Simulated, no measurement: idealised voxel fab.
Name of the process module below: voxel ribs on slabs
270 nm wide, 5 nm square cells: that's cross-section cut.
A cross-section in this document is a grid of square cells, and it is written down as bands, the top band listed before the ones below it; a band is made up of one or more rows of cells.
What a band's entry tells you: where the top is and where the bottom is, as heights in nm, and after that what lies inside, material by material from left to right, each with its width in nm. Empty space is written as the word "empty", and a single material marked with the word "all across" occupies the band from edge to edge.
Convention: height 0 is the level below which the wafer, as received, is all one material. The lowest band does not terminate at the bottom but continues downward, represented as "0 -> down".
The two numbers in a width such as "30 to 40" mark its ends across the band: the first belongs to the top row of cells, the second to the bottom row, and from each row to the next the width moves by the same amount.
When a step is marked "stayed the same", none of the cells in the cross-section changed during that step.
"Voids lacking openings" specifies each empty space that is not open to the top and that occupies no fewer than 8 cells, using the form width x height at distance, the distance measured from the left edge and all three quantities in nm.
That trailing text on a step's line, after the settings, is the simulator's own remark on the step.
overlay nm: step with mask; distance mask lay right of planned place; negative value = left of planned place.
[Planned step list for the process]
1) RECEIVE (material Si)
2) DIRECTIONAL_DEP (material SiO2; thk nm 25)
3) DIRECTIONAL_DEP (material polySi; thk nm 25)
4) DIRECTIONAL_DEP (material aC; thk nm 15)
5) PATTERN (tone cover; mask id RIB; material resist; width nm 15; thk nm 35; overlay nm 0)
6) DIRECTIONAL_ETCH (etch materials aC; depth nm 15)
7) STRIP (etch materials resist)
8) DIRECTIONAL_ETCH (etch materials polySi; depth nm 15)
9) STRIP (etch materials aC)
10) PATTERN (tone cover; mask id SLAB; material resist; width nm 75; thk nm 20; overlay nm 0)
11) DIRECTIONAL_ETCH (etch materials polySi; depth nm 10)
12) STRIP (etch materials resist)
13) FILL_DEP (material SiO2; thk nm 20)
14) CMP (height nm 60)
15) DIRECTIONAL_DEP (material W; thk nm 5)
16) DIRECTIONAL_DEP (material aC; thk nm 10)
17) PATTERN (tone cover; mask id HEATER; material resist; width nm 25; thk nm 30; overlay nm 0)
18) DIRECTIONAL_ETCH (etch materials aC; depth nm 10)
19) STRIP (etch materials resist)
20) DIRECTIONAL_ETCH (etch materials W; depth nm 5)
21) STRIP (etch materials aC)
22) CONFORMAL_DEP (material SiO2; thk nm 5)
[First wafer out of two, processed as planned]
[As received (post step 1): cross-section]
* 0 -> down: Si all across
* Voids lacking openings: none
[Cross-section through the wafer, step 2 finished]
* 25 -> 0: SiO2 all across
* Beneath the level 0, the cross-section is identical to its previous state.
[Cross-section through the wafer, step 3 finished]
* 50 -> 25: polySi all across
* Beneath the level 25, the cross-section is identical to its previous state.
[Cross-section through the wafer, step 4 finished]
* 65 -> 50: aC all across
* Beneath the level 50, the cross-section is identical to its previous state.
[Cross-section through the wafer, step 5 finished]
* 100 -> 65: empty 125  resist 15  empty 130
* Beneath the level 65, the cross-section is identical to its previous state.
[Cross-section through the wafer, step 6 finished]
* 85 -> 65: empty 125  resist 15  empty 130
* 65 -> 50: empty 125  aC 15  empty 130
* Beneath the level 50, the cross-section is identical to its previous state.
[Cross-section through the wafer, step 7 finished]
* 65 -> 50: empty 125  aC 15  empty 130
* Beneath the level 50, the cross-section is identical to its previous state.
[Cross-section through the wafer, step 8 finished]
* 65 -> 50: empty 125  aC 15  empty 130
* 50 -> 35: empty 125  polySi 15  empty 130
* Beneath the level 35, the cross-section is identical to its previous state.
[Cross-section through the wafer, step 9 finished]
* 50 -> 35: empty 125  polySi 15  empty 130
* Beneath the level 35, the cross-section is identical to its previous state.
[Cross-section through the wafer, step 10 finished]
* 70 -> 50: empty 95  resist 75  empty 100
* 50 -> 35: empty 95  resist 30  polySi 15  resist 30  empty 100
* Beneath the level 35, the cross-section is identical to its previous state.
[Cross-section through the wafer, step 11 finished]
* 70 -> 50: empty 95  resist 75  empty 100
* 50 -> 35: empty 95  resist 30  polySi 15  resist 30  empty 100
* 35 -> 25: empty 95  polySi 75  empty 100
* Beneath the level 25, the cross-section is identical to its previous state.
[Cross-section through the wafer, step 12 finished]
* 50 -> 35: empty 125  polySi 15  empty 130
* Beneath the level 35, the cross-section is identical to its previous state.
[Cross-section through the wafer, step 13 finished]
* 70 -> 50: SiO2 all across
* 50 -> 35: SiO2 125  polySi 15  SiO2 130
* 35 -> 25: SiO2 95  polySi 75  SiO2 100
* Beneath the level 25, the cross-section is identical to its previous state.
[Cross-section through the wafer, step 14 finished]
* 60 -> 50: SiO2 all across
* Beneath the level 50, the cross-section is identical to its previous state.
[Cross-section through the wafer, step 15 finished]
* 65 -> 60: W all across
* Beneath the level 60, the cross-section is identical to its previous state.
[Cross-section through the wafer, step 16 finished]
* 75 -> 65: aC all across
* Beneath the level 65, the cross-section is identical to its previous state.
[Cross-section through the wafer, step 17 finished]
* 105 -> 75: empty 120  resist 25  empty 125
* Beneath the level 75, the cross-section is identical to its previous state.
[Cross-section through the wafer, step 18 finished]
* 95 -> 75: empty 120  resist 25  empty 125
* 75 -> 65: empty 120  aC 25  empty 125
* Beneath the level 65, the cross-section is identical to its previous state.
[Cross-section through the wafer, step 19 finished]
* 75 -> 65: empty 120  aC 25  empty 125
* Beneath the level 65, the cross-section is identical to its previous state.
[Cross-section through the wafer, step 20 finished]
* 75 -> 65: empty 120  aC 25  empty 125
* 65 -> 60: empty 120  W 25  empty 125
* Beneath the level 60, the cross-section is identical to its previous state.
[Cross-section through the wafer, step 21 finished]
* 65 -> 60: empty 120  W 25  empty 125
* Beneath the level 60, the cross-section is identical to its previous state.
[Cross-section through the wafer, step 22 finished]
* 70 -> 65: empty 115  SiO2 35  empty 120
* 65 -> 60: SiO2 120  W 25  SiO2 125
* Beneath the level 60, the cross-section is identical to its previous state.
[Second Wafer (Identical Start and Plan, One Processing Error; Matches First Wafer Through Step 1)]
[What the second wafer looks like in cross-section when step 2 should have wrapped up]
* 30 -> 0: SiO2 all across
* Beneath the level 0, the cross-section is identical to its previous state.
[What the second wafer looks like in cross-section when step 3 should have wrapped up]
* 55 -> 30: polySi all across
* Beneath the level 30, the cross-section is identical to its previous state.
[What the second wafer looks like in cross-section when step 4 should have wrapped up]
* 70 -> 55: aC all across
* Beneath the level 55, the cross-section is identical to its previous state.
[What the second wafer looks like in cross-section when step 5 should have wrapped up]
* 105 -> 70: empty 125  resist 15  empty 130
* Beneath the level 70, the cross-section is identical to its previous state.
[What the second wafer looks like in cross-section when step 6 should have wrapped up]
* 90 -> 70: empty 125  resist 15  empty 130
* 70 -> 55: empty 125  aC 15  empty 130
* Beneath the level 55, the cross-section is identical to its previous state.
[What the second wafer looks like in cross-section when step 7 should have wrapped up]
* 70 -> 55: empty 125  aC 15  empty 130
* Beneath the level 55, the cross-section is identical to its previous state.
[What the second wafer looks like in cross-section when step 8 should have wrapped up]
* 70 -> 55: empty 125  aC 15  empty 130
* 55 -> 40: empty 125  polySi 15  empty 130
* Beneath the level 40, the cross-section is identical to its previous state.
[What the second wafer looks like in cross-section when step 9 should have wrapped up]
* 55 -> 40: empty 125  polySi 15  empty 130
* Beneath the level 40, the cross-section is identical to its previous state.
[What the second wafer looks like in cross-section when step 10 should have wrapped up]
* 75 -> 55: empty 95  resist 75  empty 100
* 55 -> 40: empty 95  resist 30  polySi 15  resist 30  empty 100
* Beneath the level 40, the cross-section is identical to its previous state.
[What the second wafer looks like in cross-section when step 11 should have wrapped up]
* 75 -> 55: empty 95  resist 75  empty 100
* 55 -> 40: empty 95  resist 30  polySi 15  resist 30  empty 100
* 40 -> 30: empty 95  polySi 75  empty 100
* Beneath the level 30, the cross-section is identical to its previous state.
[What the second wafer looks like in cross-section when step 12 should have wrapped up]
* 55 -> 40: empty 125  polySi 15  empty 130
* Beneath the level 40, the cross-section is identical to its previous state.
[What the second wafer looks like in cross-section when step 13 should have wrapped up]
* 75 -> 55: SiO2 all across
* 55 -> 40: SiO2 125  polySi 15  SiO2 130
* 40 -> 30: SiO2 95  polySi 75  SiO2 100
* Beneath the level 30, the cross-section is identical to its previous state.
[What the second wafer looks like in cross-section when step 14 should have wrapped up]
* 60 -> 55: SiO2 all across
* Beneath the level 55, the cross-section is identical to its previous state.
[What the second wafer looks like in cross-section when step 15 should have wrapped up]
* 65 -> 60: W all across
* Beneath the level 60, the cross-section is identical to its previous state.
[What the second wafer looks like in cross-section when step 16 should have wrapped up]
* 75 -> 65: aC all across
* Beneath the level 65, the cross-section is identical to its previous state.
[What the second wafer looks like in cross-section when step 17 should have wrapped up]
* 105 -> 75: empty 120  resist 25  empty 125
* Beneath the level 75, the cross-section is identical to its previous state.
[What the second wafer looks like in cross-section when step 18 should have wrapped up]
* 95 -> 75: empty 120  resist 25  empty 125
* 75 -> 65: empty 120  aC 25  empty 125
* Beneath the level 65, the cross-section is identical to its previous state.
[What the second wafer looks like in cross-section when step 19 should have wrapped up]
* 75 -> 65: empty 120  aC 25  empty 125
* Beneath the level 65, the cross-section is identical to its previous state.
[What the second wafer looks like in cross-section when step 20 should have wrapped up]
* 75 -> 65: empty 120  aC 25  empty 125
* 65 -> 60: empty 120  W 25  empty 125
* Beneath the level 60, the cross-section is identical to its previous state.
[What the second wafer looks like in cross-section when step 21 should have wrapped up]
* 65 -> 60: empty 120  W 25  empty 125
* Beneath the level 60, the cross-section is identical to its previous state.
[What the second wafer looks like in cross-section when step 22 should have wrapped up]
* 70 -> 65: empty 115  SiO2 35  empty 120
* 65 -> 60: SiO2 120  W 25  SiO2 125
* Beneath the level 60, the cross-section is identical to its previous state.
what went wrong: step 2 ran as: DIRECTIONAL_DEP (material SiO2; thk nm 30)
Same inventory, different map: at the end, the second wafer holds as many cells of each material as the first, placed elsewhere.
